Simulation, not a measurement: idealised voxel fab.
Documented hereafter: the process module known as voxel plated lines.
Cross-section cut: width 255 nm, square cells of 5 nm.
Heads up, the way a cross-section reads in here is a grid of square cells, handed over as bands from the top down, with every band being one or more rows of cells. Within each band entry, the heights of the top and of the bottom of the band appear first, in that order and in nm; the materials of the band then follow from left to right, each with its corresponding width in nm. The designation "edge to edge" on a single material indicates that it fills the band from edge to edge; the designation "air" indicates empty space. Heads up on the height convention: 0 is the point under which the incoming wafer is all one material, and the lowest band has no bottom, it just keeps going down, like "0 and below". When a width is written as two numbers, as in "30 to 40", the first number is the width in the top row of cells of the band and the second is the width in its bottom row, and the width changes by the same amount from each row to the next. Any step labelled "nothing changed" changed none of the cells in the cross-section. In the "Sealed internal cavities" entry, you get each enclosed empty space of 8 cells or more, one with no open way to the top, written width x height at distance, distance from the left edge, in nm. Step line, after settings: the simulator's comment on this step. overlay nm: mask offset rightward from planned place, masked step; negative means leftward offset.

BELOW IS THE LIST OF PLANNED PROCESS STEPS
step 1: RECEIVE | material Si
step 2: CONFORMAL_DEP | material SiO2 | thk nm 15
step 3: DIRECTIONAL_DEP | material TiN | thk nm 5
step 4: PATTERN | tone open | mask id LINES | material resist | width nm 20 | pitch nm 40 | thk nm 40 | overlay nm 0
step 5: EPI | material Ru | thk nm 10
step 6: EPI | material Ru | thk nm 5
step 7: EPI | material Ru | thk nm 5
step 8: STRIP | etch materials resist
step 9: DIRECTIONAL_ETCH | etch materials TiN | depth nm 5
step 10: CONFORMAL_DEP | material SiCN | thk nm 10

FIRST OUT OF TWO WAFERS; RUN WENT TO PLAN

INCOMING WAFER IN CROSS-SECTION (STATE: AFTER STEP 1)
- 0 and below | Si edge to edge
- Sealed internal cavities: none

TAKE A LOOK AT THE WAFER'S CROSS-SECTION AFTER STEP 2
- 15 down to 0 | SiO2 edge to edge
- below 0: unchanged

TAKE A LOOK AT THE WAFER'S CROSS-SECTION AFTER STEP 3
- 20 down to 15 | TiN edge to edge
- below 15: unchanged

TAKE A LOOK AT THE WAFER'S CROSS-SECTION AFTER STEP 4
- 60 down to 20 | resist 75 | air 20 | resist 20 | air 20 | resist 20 | air 20 | resist 80
- below 20: unchanged

TAKE A LOOK AT THE WAFER'S CROSS-SECTION AFTER STEP 5
- 60 down to 30 | resist 75 | air 20 | resist 20 | air 20 | resist 20 | air 20 | resist 80
- 30 down to 20 | resist 75 | Ru 20 | resist 20 | Ru 20 | resist 20 | Ru 20 | resist 80
- below 20: unchanged

TAKE A LOOK AT THE WAFER'S CROSS-SECTION AFTER STEP 6
- 60 down to 35 | resist 75 | air 20 | resist 20 | air 20 | resist 20 | air 20 | resist 80
- 35 down to 20 | resist 75 | Ru 20 | resist 20 | Ru 20 | resist 20 | Ru 20 | resist 80
- below 20: unchanged

TAKE A LOOK AT THE WAFER'S CROSS-SECTION AFTER STEP 7
- 60 down to 40 | resist 75 | air 20 | resist 20 | air 20 | resist 20 | air 20 | resist 80
- 40 down to 20 | resist 75 | Ru 20 | resist 20 | Ru 20 | resist 20 | Ru 20 | resist 80
- below 20: unchanged

TAKE A LOOK AT THE WAFER'S CROSS-SECTION AFTER STEP 8
- 40 down to 20 | air 75 | Ru 20 | air 20 | Ru 20 | air 20 | Ru 20 | air 80
- below 20: unchanged

TAKE A LOOK AT THE WAFER'S CROSS-SECTION AFTER STEP 9
- 40 down to 20 | air 75 | Ru 20 | air 20 | Ru 20 | air 20 | Ru 20 | air 80
- 20 down to 15 | air 75 | TiN 20 | air 20 | TiN 20 | air 20 | TiN 20 | air 80
- below 15: unchanged

TAKE A LOOK AT THE WAFER'S CROSS-SECTION AFTER STEP 10
- 50 down to 40 | air 65 | SiCN 120 | air 70
- 40 down to 25 | air 65 | SiCN 10 | Ru 20 | SiCN 20 | Ru 20 | SiCN 20 | Ru 20 | SiCN 10 | air 70
- 25 down to 20 | SiCN 75 | Ru 20 | SiCN 20 | Ru 20 | SiCN 20 | Ru 20 | SiCN 80
- 20 down to 15 | SiCN 75 | TiN 20 | SiCN 20 | TiN 20 | SiCN 20 | TiN 20 | SiCN 80
- below 15: unchanged

OKAY, SECOND WAFER. NOTHING DIFFERENT AT THE START, NOTHING DIFFERENT IN THE PLAN, JUST ONE MISTAKE SOMEWHERE IN THE RUNNING. AS FAR AS STEP 3, COUNTING THAT STEP, IT'S THE FIRST WAFER ALL OVER AGAIN

X-SECTION, SECOND WAFER, WHEN STEP 4 WAS DUE TO FINISH
- 60 down to 20 | resist 75 | air 25 | resist 15 | air 25 | resist 15 | air 25 | resist 75
- below 20: unchanged

X-SECTION, SECOND WAFER, WHEN STEP 5 WAS DUE TO FINISH
- 60 down to 30 | resist 75 | air 25 | resist 15 | air 25 | resist 15 | air 25 | resist 75
- 30 down to 20 | resist 75 | Ru 25 | resist 15 | Ru 25 | resist 15 | Ru 25 | resist 75
- below 20: unchanged

X-SECTION, SECOND WAFER, WHEN STEP 6 WAS DUE TO FINISH
- 60 down to 35 | resist 75 | air 25 | resist 15 | air 25 | resist 15 | air 25 | resist 75
- 35 down to 20 | resist 75 | Ru 25 | resist 15 | Ru 25 | resist 15 | Ru 25 | resist 75
- below 20: unchanged

X-SECTION, SECOND WAFER, WHEN STEP 7 WAS DUE TO FINISH
- 60 down to 40 | resist 75 | air 25 | resist 15 | air 25 | resist 15 | air 25 | resist 75
- 40 down to 20 | resist 75 | Ru 25 | resist 15 | Ru 25 | resist 15 | Ru 25 | resist 75
- below 20: unchanged

X-SECTION, SECOND WAFER, WHEN STEP 8 WAS DUE TO FINISH
- 40 down to 20 | air 75 | Ru 25 | air 15 | Ru 25 | air 15 | Ru 25 | air 75
- below 20: unchanged

X-SECTION, SECOND WAFER, WHEN STEP 9 WAS DUE TO FINISH
- 40 down to 20 | air 75 | Ru 25 | air 15 | Ru 25 | air 15 | Ru 25 | air 75
- 20 down to 15 | air 75 | TiN 25 | air 15 | TiN 25 | air 15 | TiN 25 | air 75
- below 15: unchanged

X-SECTION, SECOND WAFER, WHEN STEP 10 WAS DUE TO FINISH
- 50 down to 40 | air 65 | SiCN 125 | air 65
- 40 down to 25 | air 65 | SiCN 10 | Ru 25 | SiCN 15 | Ru 25 | SiCN 15 | Ru 25 | SiCN 10 | air 65
- 25 down to 20 | SiCN 75 | Ru 25 | SiCN 15 | Ru 25 | SiCN 15 | Ru 25 | SiCN 75
- 20 down to 15 | SiCN 75 | TiN 25 | SiCN 15 | TiN 25 | SiCN 15 | TiN 25 | SiCN 75
- below 15: unchanged
Finding, execution versus plan: step 4 was processed under conditions differing from the plan, specifically as PATTERN | tone open | mask id LINES | material resist | width nm 25 | pitch nm 40 | thk nm 40 | overlay nm 0
Materials where the second wafer ends with more or fewer cells than the first: +12 Ru, -10 SiCN, +3 TiN
